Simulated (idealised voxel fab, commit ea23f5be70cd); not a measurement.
The document below concerns the process module designated voxel gate over fins.
Displayed cross-section: cut, width of 250 nm, square cells sized 5 nm.
Cross-section, as written here: a square-cell grid given band by band from the top down, where a band holds one or more rows of cells.
Read a band's entry like this: the first values are the height of its top and the height of its bottom in nm, and what follows is the sequence of materials from left to right, each with its width in nm. Note that "air" is empty space, and that a single material marked "everywhere" reaches across the band from edge to edge.
All heights in this document are referenced to 0, defined as the level beneath which the wafer, as received, consists entirely of one material. The lowest band is not bounded below; it extends indefinitely downward and is written in the form "0 nm and below".
So if you see something like "30->40" for the width, read it as the top row of the band sitting at the first number and the bottom row at the second, with every row in between moving by the same amount as the last.
Basically "remained unchanged" means that step didn't change any cell in the cross-section.
Empty spaces without an open route to the top, at least 8 cells in extent, make up the entry "Voids lacking openings"; each is given as width x height at distance, where the distance is measured from the left edge, and all are in nm.
It should be noted that, on the line of a given step, the content following the step's settings is a remark produced by the simulator itself with respect to that step.
On any step carrying a mask, the "overlay nm" setting, if present on the step's line, tells how far right of its planned place the mask lay; negative values point to the left.
**Steps planned for the process**
step 1: RECEIVE (material Si)
step 2: CONFORMAL_DEP (material SiN; thk nm 5)
step 3: MASKED_ETCH (tone cover; mask id FINS; width nm 15; pitch nm 35; etch materials SiN; depth nm 5; overlay nm 0)
step 4: MASKED_ETCH (tone cover; mask id FINS; width nm 15; pitch nm 35; etch materials Si; depth nm 35; overlay nm 0)
step 5: OXIDIZE (depth nm 5)
step 6: FILL_DEP (material SiO2; thk nm 10)
step 7: CMP (height nm 5)
step 8: SELECTIVE_ETCH (etch materials SiO2; depth nm 15)
step 9: STRIP (etch materials SiN)
step 10: CONFORMAL_DEP (material HfO2; thk nm 5)
step 11: CONFORMAL_DEP (material TiN; thk nm 5)
step 12: CONFORMAL_DEP (material TiAl; thk nm 5)
step 13: CONFORMAL_DEP (material TiN; thk nm 5)
step 14: FILL_DEP (material W; thk nm 10)
step 15: CMP (height nm 25)
step 16: CONFORMAL_DEP (material SiN; thk nm 10)
**So this is the incoming wafer in cross-section - it's already been through step 1**
- 0 nm and below  Si everywhere
- Voids lacking openings: none
**The cross-section shown corresponds to the wafer at the conclusion of the module. The initial structure and the process plan are those presented above; however, one mistake occurred in executing the plan**
- 35 nm to 25 nm  SiN everywhere
- 25 nm to 15 nm  W everywhere
- 15 nm to 5 nm  W 90 / TiN 70 / W 90
- 5 nm to 0 nm  TiN 100 / HfO2 15 / TiN 20 / HfO2 15 / TiN 100
- 0 nm to -5 nm  TiN 100 / HfO2 5 / Si 5 / HfO2 5 / TiN 20 / HfO2 5 / Si 5 / HfO2 5 / TiN 100
- -5 nm to -10 nm  HfO2 105 / Si 5 / HfO2 30 / Si 5 / HfO2 105
- -10 nm to -40 nm  SiO2 105 / Si 5 / SiO2 30 / Si 5 / SiO2 105
- -40 nm and below  Si everywhere
- Voids lacking openings: none
Want to know what went wrong? step 12 was left out
